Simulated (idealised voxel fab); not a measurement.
The name of this process module is voxel transistor to metal.
Pictured: cross-section cut, 185 nm wide, on a grid of 5 nm square cells.
Cross-section = grid of square cells, listed top down in bands; band = one or more rows.
Look at the band entry: it leads with the top's height and the bottom's height in nm. Then it lists the materials left to right, with a width in nm for each. The word "all across" on a single material says that material fills the band edge to edge. The word "blank" is empty space.
Beneath 0, the wafer as received is one material, and that level is where height counting begins. The lowest band goes on downward without a bottom; it is written like "0 -> down".
Graded width ("30..40"): value in top row of band = first number; value in bottom row = second number; row-to-row change constant.
It should be understood that the words "nothing got changed", when stated for a given step, signify that the cross-section underwent no change in any of its cells during that step.
You'll see "Trapped cavities" listing empty spaces that have no way open to the top, as long as they're 8 cells or more; the notation is width x height at distance, where the distance is from the left edge, and all of it is in nm.
The remark found on a step's line after its settings is issued by the simulator itself and pertains to that step.
Each step line may optionally specify "overlay nm", which for a step with a mask gives the rightward distance between the mask's planned place and where it lay, a negative value indicating the leftward direction.

# The process steps that were planned are listed below
| 1 | op RECEIVE | material Si |
| 2 | op OXIDIZE | depth nm 5 |
| 3 | op CONFORMAL_DEP | material SiN | thk nm 15 |
| 4 | op MASKED_ETCH | tone cover | mask id ACTIVE | width nm 110 | etch materials SiN | depth nm 15 | overlay nm 0 |
| 5 | op MASKED_ETCH | tone cover | mask id ACTIVE | width nm 110 | etch materials SiO2 | depth nm 5 | overlay nm 0 |
| 6 | op MASKED_ETCH | tone cover | mask id ACTIVE | width nm 110 | etch materials Si | depth nm 30 | overlay nm 0 |
| 7 | op FILL_DEP | material SiO2 | thk nm 10 |
| 8 | op CMP | height nm 15 |
| 9 | op SELECTIVE_ETCH | etch materials SiO2 | depth nm 5 |
| 10 | op STRIP | etch materials SiN |
| 11 | op SELECTIVE_ETCH | etch materials SiO2 | depth nm 5 |
| 12 | op OXIDIZE | depth nm 5 |
| 13 | op DIRECTIONAL_DEP | material polySi | thk nm 20 |
| 14 | op DIRECTIONAL_DEP | material SiCN | thk nm 15 |
| 15 | op MASKED_ETCH | tone cover | mask id GATE | width nm 20 | etch materials SiCN | depth nm 25 | overlay nm 0 |
| 16 | op MASKED_ETCH | tone cover | mask id GATE | width nm 20 | etch materials polySi | depth nm 30 | overlay nm 0 |
| 17 | op CONFORMAL_DEP | material SiN | thk nm 10 |
| 18 | op DIRECTIONAL_ETCH | etch materials SiN | depth nm 10 |
| 19 | op DIRECTIONAL_ETCH | etch materials SiO2 | depth nm 5 |
| 20 | op DIRECTIONAL_ETCH | etch materials Si | depth nm 5 |
| 21 | op EPI | material nSi | thk nm 5 |
| 22 | op FILL_DEP | material SiO2 | thk nm 5 |
| 23 | op CMP | height nm 30 |
| 24 | op DIRECTIONAL_DEP | material SiO2 | thk nm 15 |
| 25 | op DIRECTIONAL_DEP | material aC | thk nm 10 |
| 26 | op PATTERN | tone open | mask id CONTACT | material resist | width nm 20 | pitch nm 80 | thk nm 30 | overlay nm 0 |
| 27 | op DIRECTIONAL_ETCH | etch materials aC | depth nm 10 |
| 28 | op STRIP | etch materials resist |
| 29 | op DIRECTIONAL_ETCH | etch materials SiO2 | depth nm 55 |
| 30 | op STRIP | etch materials aC |
| 31 | op CONFORMAL_DEP | material TiN | thk nm 5 |
| 32 | op FILL_DEP | material Ru | thk nm 10 |
| 33 | op CMP | height nm 45 |
| 34 | op CONFORMAL_DEP | material SiN | thk nm 5 |
| 35 | op DIRECTIONAL_DEP | material SiO2 | thk nm 15 |
| 36 | op MASKED_ETCH | tone open | mask id METAL_1 | width nm 20 | pitch nm 80 | etch materials SiO2 | depth nm 15 | overlay nm 0 |
| 37 | op MASKED_ETCH | tone open | mask id METAL_1 | width nm 20 | pitch nm 80 | etch materials SiN | depth nm 5 | overlay nm 0 |
| 38 | op CONFORMAL_DEP | material TiN | thk nm 5 |
| 39 | op FILL_DEP | material Cu | thk nm 5 |
| 40 | op CMP | height nm 65 |
| 41 | op EPI | material Ru | thk nm 5 |
| 42 | op FILL_DEP | material SiCN | thk nm 5 |
| 43 | op DIRECTIONAL_DEP | material lowk | thk nm 30 |
| 44 | op MASKED_ETCH | tone open | mask id METAL_2 | width nm 20 | pitch nm 80 | etch materials lowk | depth nm 15 | overlay nm 0 |
| 45 | op PATTERN | tone open | mask id METAL_2_HOLES | material resist | width nm 15 | pitch nm 80 | thk nm 15 | overlay nm 0 |
| 46 | op DIRECTIONAL_ETCH | etch materials lowk | depth nm 15 |
| 47 | op DIRECTIONAL_ETCH | etch materials SiCN | depth nm 5 |
| 48 | op STRIP | etch materials resist |
| 49 | op CONFORMAL_DEP | material TiN | thk nm 5 |
| 50 | op FILL_DEP | material Cu | thk nm 10 |
| 51 | op CMP | height nm 105 |
| 52 | op CONFORMAL_DEP | material SiCN | thk nm 5 |

# Cross-sectional view of the wafer in its as-received condition, corresponding to the state after step 1
> 0 -> down | Si all across
> Trapped cavities: none

# Same starting wafer, same plan as above, one mistake in the execution; this is the cross-section at the end of the module
> 110 -> 105 | SiCN all across
> 105 -> 95 | lowk=40, then TiN=5, then Cu=10, then TiN=5, then lowk=60, then TiN=5, then Cu=10, then TiN=5, then lowk=45
> 95 -> 90 | lowk=40, then TiN=5, then Cu=5, then TiN=10, then lowk=60, then TiN=5, then Cu=5, then TiN=10, then lowk=45
> 90 -> 75 | lowk=40, then TiN=5, then Cu=5, then TiN=5, then lowk=65, then TiN=5, then Cu=5, then TiN=5, then lowk=50
> 75 -> 70 | SiCN=40, then TiN=15, then SiCN=65, then TiN=15, then SiCN=50
> 70 -> 65 | SiCN=35, then Ru=30, then SiCN=50, then Ru=30, then SiCN=40
> 65 -> 50 | SiO2=40, then TiN=5, then Cu=10, then TiN=5, then SiO2=60, then TiN=5, then Cu=10, then TiN=5, then SiO2=45
> 50 -> 45 | SiN=40, then TiN=20, then SiN=60, then TiN=20, then SiN=45
> 45 -> 30 | SiO2=40, then TiN=5, then Ru=10, then TiN=5, then SiO2=60, then TiN=5, then Ru=10, then TiN=5, then SiO2=45
> 30 -> 15 | SiO2=40, then TiN=5, then Ru=10, then TiN=5, then SiO2=10, then SiN=10, then SiCN=20, then SiN=10, then SiO2=10, then TiN=5, then Ru=10, then TiN=5, then SiO2=45
> 15 -> 5 | SiO2=40, then TiN=5..10, then Ru=10..5, then TiN=5, then SiO2=10, then SiN=10, then polySi=20, then SiN=10, then SiO2=10, then TiN=5, then Ru=10, then TiN=5, then SiO2=45
> 5 -> 0 | SiO2=35, then SiN=10, then TiN=5, then Ru=5, then TiN=5, then SiO2=10, then SiN=10, then polySi=20, then SiN=10, then SiO2=10, then TiN=5, then Ru=10, then TiN=5, then SiN=10, then SiO2=35
> 0 -> -5 | SiO2=35, then SiN=10, then TiN=15, then SiO2=10, then SiN=10, then polySi=20, then SiN=10, then SiO2=10, then TiN=5, then Ru=5, then TiN=10, then SiN=10, then SiO2=35
> -5 -> -10 | SiO2=45, then nSi=5, then TiN=10, then SiO2=5, then nSi=5, then SiO2=40, then nSi=5, then SiO2=5, then TiN=15, then nSi=5, then SiO2=45
> -10 -> -15 | SiO2=35, then Si=10, then nSi=25, then Si=40, then nSi=30, then Si=5, then SiO2=40
> -15 -> -35 | SiO2=35, then Si=110, then SiO2=40
> -35 -> down | Si all across
> Trapped cavities: none
Which mistake was made when the wafer was run? for step 4, the planned setting was not used; the step was instead run as op MASKED_ETCH | tone cover | mask id ACTIVE | width nm 105 | etch materials SiN | depth nm 15 | overlay nm 0
